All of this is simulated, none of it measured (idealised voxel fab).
process module | voxel air gaps
cross-section cut | 280 nm wide | cells 5 nm
A cross-section is a grid of square cells, given in bands from the top down. A band is one or more rows of cells.
Each band's line starts with the height of the band's top and of its bottom, in nm. Then come its materials from left to right, each with its width in nm. One material with "throughout" fills the band from edge to edge. "air" is empty space.
Height 0 is the level under which the wafer as received is all one material. The lowest band goes on downwards, as in "0 down".
A width such as "30 to 40" changes by the same amount from each row of cells to the next, from the band's top row to its bottom row.
"no change" after a step means that no cell of the cross-section changed.
closed voids: empty space of 8 cells or more with no open way to the top, each as width x height at its distance from the left edge, in nm
after a step's settings: what the simulator itself notes on the step
overlay nm, on a step with a mask: how far to the right of its planned place the mask lay; to the left if negative
plan
1 op RECEIVE | material Si
2 op CONFORMAL_DEP | material SiO2 | thk nm 15
3 op CONFORMAL_DEP | material SiCN | thk nm 5
4 op DIRECTIONAL_DEP | material lowk | thk nm 30
5 op DIRECTIONAL_DEP | material aC | thk nm 15
6 op PATTERN | tone open | mask id LINES | material resist | width nm 20 | pitch nm 50 | thk nm 30 | overlay nm -15
7 op DIRECTIONAL_ETCH | etch materials aC | depth nm 15
8 op STRIP | etch materials resist
9 op DIRECTIONAL_ETCH | etch materials lowk | depth nm 30
10 op STRIP | etch materials aC
11 op CONFORMAL_DEP | material TiN | thk nm 5
12 op FILL_DEP | material Cu | thk nm 5
13 op CMP | height nm 50
14 op EPI | material Ru | thk nm 10
15 op SELECTIVE_ETCH | etch materials lowk | depth nm 40
16 op CONFORMAL_DEP | material SiCN | thk nm 5
varied across the wafers: overlay nm of step 6. The plan shows the first wafer's value. All wafers start alike
first wafer as received, after step 1
  0 down: Si throughout
  closed voids: none
first wafer at the end, after step 16
  65 to 60: air 25 | SiCN 200 | air 55
  60 to 50: air 25 | SiCN 5 | Ru 40 | SiCN 10 | Ru 40 | SiCN 10 | Ru 40 | SiCN 10 | Ru 40 | SiCN 5 | air 55
  50 to 45: air 25 | SiCN 15 | TiN 5 | Cu 10 | TiN 5 | SiCN 30 | TiN 5 | Cu 10 | TiN 5 | SiCN 30 | TiN 5 | Cu 10 | TiN 5 | SiCN 30 | TiN 5 | Cu 10 | TiN 5 | SiCN 15 | air 55
  45 to 25: air 35 | SiCN 5 | TiN 5 | Cu 10 | TiN 5 | SiCN 5 | air 20 | SiCN 5 | TiN 5 | Cu 10 | TiN 5 | SiCN 5 | air 20 | SiCN 5 | TiN 5 | Cu 10 | TiN 5 | SiCN 5 | air 20 | SiCN 5 | TiN 5 | Cu 10 | TiN 5 | SiCN 5 | air 65
  25 to 20: SiCN 40 | TiN 20 | SiCN 30 | TiN 20 | SiCN 30 | TiN 20 | SiCN 30 | TiN 20 | SiCN 70
  20 to 15: SiCN throughout
  15 to 0: SiO2 throughout
  0 down: Si throughout
  closed voids: 20 x 20 at 65; 20 x 20 at 115; 20 x 20 at 165
last wafer at the end
  65 to 60: air 55 | SiCN 200 | air 25
  60 to 50: air 55 | SiCN 5 | Ru 40 | SiCN 10 | Ru 40 | SiCN 10 | Ru 40 | SiCN 10 | Ru 40 | SiCN 5 | air 25
  50 to 45: air 55 | SiCN 15 | TiN 5 | Cu 10 | TiN 5 | SiCN 30 | TiN 5 | Cu 10 | TiN 5 | SiCN 30 | TiN 5 | Cu 10 | TiN 5 | SiCN 30 | TiN 5 | Cu 10 | TiN 5 | SiCN 15 | air 25
  45 to 25: air 65 | SiCN 5 | TiN 5 | Cu 10 | TiN 5 | SiCN 5 | air 20 | SiCN 5 | TiN 5 | Cu 10 | TiN 5 | SiCN 5 | air 20 | SiCN 5 | TiN 5 | Cu 10 | TiN 5 | SiCN 5 | air 20 | SiCN 5 | TiN 5 | Cu 10 | TiN 5 | SiCN 5 | air 35
  25 to 20: SiCN 70 | TiN 20 | SiCN 30 | TiN 20 | SiCN 30 | TiN 20 | SiCN 30 | TiN 20 | SiCN 40
  20 to 15: SiCN throughout
  15 to 0: SiO2 throughout
  0 down: Si throughout
  closed voids: 20 x 20 at 95; 20 x 20 at 145; 20 x 20 at 195
each wafer at the end: cells of each material gained (+) or lost (-) since it was received, then its closed voids
overlay nm -15 | +40 Cu | +64 Ru | +208 SiCN | +168 SiO2 | +56 TiN | closed voids: 20 x 20 at 65; 20 x 20 at 115; 20 x 20 at 165
overlay nm -10 | +40 Cu | +64 Ru | +208 SiCN | +168 SiO2 | +56 TiN | closed voids: 20 x 20 at 70; 20 x 20 at 120; 20 x 20 at 170
overlay nm -5 | +40 Cu | +64 Ru | +208 SiCN | +168 SiO2 | +56 TiN | closed voids: 20 x 20 at 75; 20 x 20 at 125; 20 x 20 at 175
overlay nm 0 | +40 Cu | +64 Ru | +208 SiCN | +168 SiO2 | +56 TiN | closed voids: 20 x 20 at 80; 20 x 20 at 130; 20 x 20 at 180
overlay nm 5 | +40 Cu | +64 Ru | +208 SiCN | +168 SiO2 | +56 TiN | closed voids: 20 x 20 at 85; 20 x 20 at 135; 20 x 20 at 185
overlay nm 10 | +40 Cu | +64 Ru | +208 SiCN | +168 SiO2 | +56 TiN | closed voids: 20 x 20 at 90; 20 x 20 at 140; 20 x 20 at 190
overlay nm 15 | +40 Cu | +64 Ru | +208 SiCN | +168 SiO2 | +56 TiN | closed voids: 20 x 20 at 95; 20 x 20 at 145; 20 x 20 at 195
